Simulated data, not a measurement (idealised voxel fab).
process module | voxel self aligned contacts
cross-section cut | 255 nm wide | cells 5 nm
A cross-section is a grid of square cells, given in bands from the top down. A band is one or more rows of cells.
Each band's line starts with the height of the band's top and of its bottom, in nm. Then come its materials from left to right, each with its width in nm. One material with "throughout" fills the band from edge to edge. "air" is empty space.
Height 0 is the level under which the wafer as received is all one material. The lowest band goes on downwards, as in "0 down".
A width such as "30 to 40" changes by the same amount from each row of cells to the next, from the band's top row to its bottom row.
"no change" after a step means that no cell of the cross-section changed.
closed voids: empty space of 8 cells or more with no open way to the top, each as width x height at its distance from the left edge, in nm
after a step's settings: what the simulator itself notes on the step
overlay nm, on a step with a mask: how far to the right of its planned place the mask lay; to the left if negative
plan
1 op RECEIVE | material Si
2 op CONFORMAL_DEP | material SiO2 | thk nm 5
3 op DIRECTIONAL_DEP | material polySi | thk nm 30
4 op DIRECTIONAL_DEP | material SiN | thk nm 20
5 op MASKED_ETCH | tone cover | mask id GATE | width nm 35 | pitch nm 80 | etch materials SiN | depth nm 20 | overlay nm 0
6 op MASKED_ETCH | tone cover | mask id GATE | width nm 35 | pitch nm 80 | etch materials polySi | depth nm 30 | overlay nm 0
7 op CONFORMAL_DEP | material SiN | thk nm 10
8 op DIRECTIONAL_ETCH | etch materials SiN | depth nm 10
9 op FILL_DEP | material SiO2 | thk nm 15
10 op CMP | height nm 65
11 op PATTERN | tone open | mask id CONTACT | material resist | width nm 65 | thk nm 20 | overlay nm 0
12 op DIRECTIONAL_ETCH | etch materials SiO2 | depth nm 65
13 op STRIP | etch materials resist
14 op CONFORMAL_DEP | material TiN | thk nm 5
15 op FILL_DEP | material Ru | thk nm 5
16 op CMP | height nm 65
17 op CONFORMAL_DEP | material SiCN | thk nm 5
first wafer, as planned
as received, after step 1
  0 down: Si throughout
  closed voids: none
after step 2
  5 to 0: SiO2 throughout
  below 0: unchanged
after step 3
  35 to 5: polySi throughout
  below 5: unchanged
after step 4
  55 to 35: SiN throughout
  below 35: unchanged
after step 5
  55 to 35: air 70 | SiN 35 | air 45 | SiN 35 | air 70
  below 35: unchanged
after step 6
  55 to 35: air 70 | SiN 35 | air 45 | SiN 35 | air 70
  35 to 5: air 70 | polySi 35 | air 45 | polySi 35 | air 70
  below 5: unchanged
after step 7
  65 to 35: air 60 | SiN 55 | air 25 | SiN 55 | air 60
  35 to 15: air 60 | SiN 10 | polySi 35 | SiN 10 | air 25 | SiN 10 | polySi 35 | SiN 10 | air 60
  15 to 5: SiN 70 | polySi 35 | SiN 45 | polySi 35 | SiN 70
  below 5: unchanged
after step 8
  55 to 35: air 60 | SiN 55 | air 25 | SiN 55 | air 60
  35 to 5: air 60 | SiN 10 | polySi 35 | SiN 10 | air 25 | SiN 10 | polySi 35 | SiN 10 | air 60
  below 5: unchanged
after step 9
  70 to 55: SiO2 throughout
  55 to 35: SiO2 60 | SiN 55 | SiO2 25 | SiN 55 | SiO2 60
  35 to 5: SiO2 60 | SiN 10 | polySi 35 | SiN 10 | SiO2 25 | SiN 10 | polySi 35 | SiN 10 | SiO2 60
  below 5: unchanged
after step 10
  65 to 55: SiO2 throughout
  below 55: unchanged
after step 11
  85 to 65: resist 95 | air 65 | resist 95
  below 65: unchanged
after step 12
  85 to 65: resist 95 | air 65 | resist 95
  65 to 55: SiO2 95 | air 65 | SiO2 95
  55 to 35: SiO2 60 | SiN 55 | air 25 | SiN 55 | SiO2 60
  35 to 5: SiO2 60 | SiN 10 | polySi 35 | SiN 10 | air 25 | SiN 10 | polySi 35 | SiN 10 | SiO2 60
  5 to 0: SiO2 115 | air 25 | SiO2 115
  below 0: unchanged
after step 13
  65 to 55: SiO2 95 | air 65 | SiO2 95
  below 55: unchanged
after step 14
  70 to 65: TiN 100 | air 55 | TiN 100
  65 to 55: SiO2 95 | TiN 5 to 25 | air 55 to 15 | TiN 5 to 25 | SiO2 95
  55 to 35: SiO2 60 | SiN 55 | TiN 5 | air 15 | TiN 5 | SiN 55 | SiO2 60
  35 to 5: SiO2 60 | SiN 10 | polySi 35 | SiN 10 | TiN 5 | air 15 | TiN 5 | SiN 10 | polySi 35 | SiN 10 | SiO2 60
  5 to 0: SiO2 115 | TiN 25 | SiO2 115
  below 0: unchanged
after step 15
  75 to 70: Ru throughout
  70 to 65: TiN 100 | Ru 55 | TiN 100
  65 to 55: SiO2 95 | TiN 5 to 25 | Ru 55 to 15 | TiN 5 to 25 | SiO2 95
  55 to 35: SiO2 60 | SiN 55 | TiN 5 | Ru 15 | TiN 5 | SiN 55 | SiO2 60
  35 to 5: SiO2 60 | SiN 10 | polySi 35 | SiN 10 | TiN 5 | Ru 15 | TiN 5 | SiN 10 | polySi 35 | SiN 10 | SiO2 60
  below 5: unchanged
after step 16
  65 to 55: SiO2 95 | TiN 5 to 25 | Ru 55 to 15 | TiN 5 to 25 | SiO2 95
  below 55: unchanged
after step 17
  70 to 65: SiCN throughout
  below 65: unchanged
second wafer: like start, like plan, one mistake. Through step 4 it matches the first wafer
when step 5 should have ended
  55 to 35: SiN 70 | air 35 | SiN 45 | air 35 | SiN 70
  below 35: unchanged
when step 6 should have ended: no change
when step 7 should have ended
  65 to 45: SiN 80 | air 15 | SiN 65 | air 15 | SiN 80
  45 to 35: SiN throughout
  below 35: unchanged
when step 8 should have ended
  55 to 35: SiN 80 | air 15 | SiN 65 | air 15 | SiN 80
  below 35: unchanged
when step 9 should have ended
  70 to 55: SiO2 throughout
  55 to 35: SiN 80 | SiO2 15 | SiN 65 | SiO2 15 | SiN 80
  below 35: unchanged
when step 10 should have ended
  65 to 55: SiO2 throughout
  below 55: unchanged
when step 11 should have ended
  85 to 65: resist 95 | air 65 | resist 95
  below 65: unchanged
when step 12 should have ended
  85 to 65: resist 95 | air 65 | resist 95
  65 to 55: SiO2 95 | air 65 | SiO2 95
  below 55: unchanged
when step 13 should have ended
  65 to 55: SiO2 95 | air 65 | SiO2 95
  below 55: unchanged
when step 14 should have ended
  70 to 65: TiN 100 | air 55 | TiN 100
  65 to 60: SiO2 95 | TiN 5 | air 55 | TiN 5 | SiO2 95
  60 to 55: SiO2 95 | TiN 65 | SiO2 95
  below 55: unchanged
when step 15 should have ended
  75 to 70: Ru throughout
  70 to 65: TiN 100 | Ru 55 | TiN 100
  65 to 60: SiO2 95 | TiN 5 | Ru 55 | TiN 5 | SiO2 95
  below 60: unchanged
when step 16 should have ended
  65 to 60: SiO2 95 | TiN 5 | Ru 55 | TiN 5 | SiO2 95
  below 60: unchanged
when step 17 should have ended
  70 to 65: SiCN throughout
  below 65: unchanged
what went wrong: step 5 ran as: op MASKED_ETCH | tone open | mask id GATE | width nm 35 | pitch nm 80 | etch materials SiN | depth nm 20 | overlay nm 0
at the end the second wafer has, in cells: 33 fewer of Ru | 44 more of SiN | 211 fewer of SiO2 | 22 fewer of TiN | 222 more of polySi
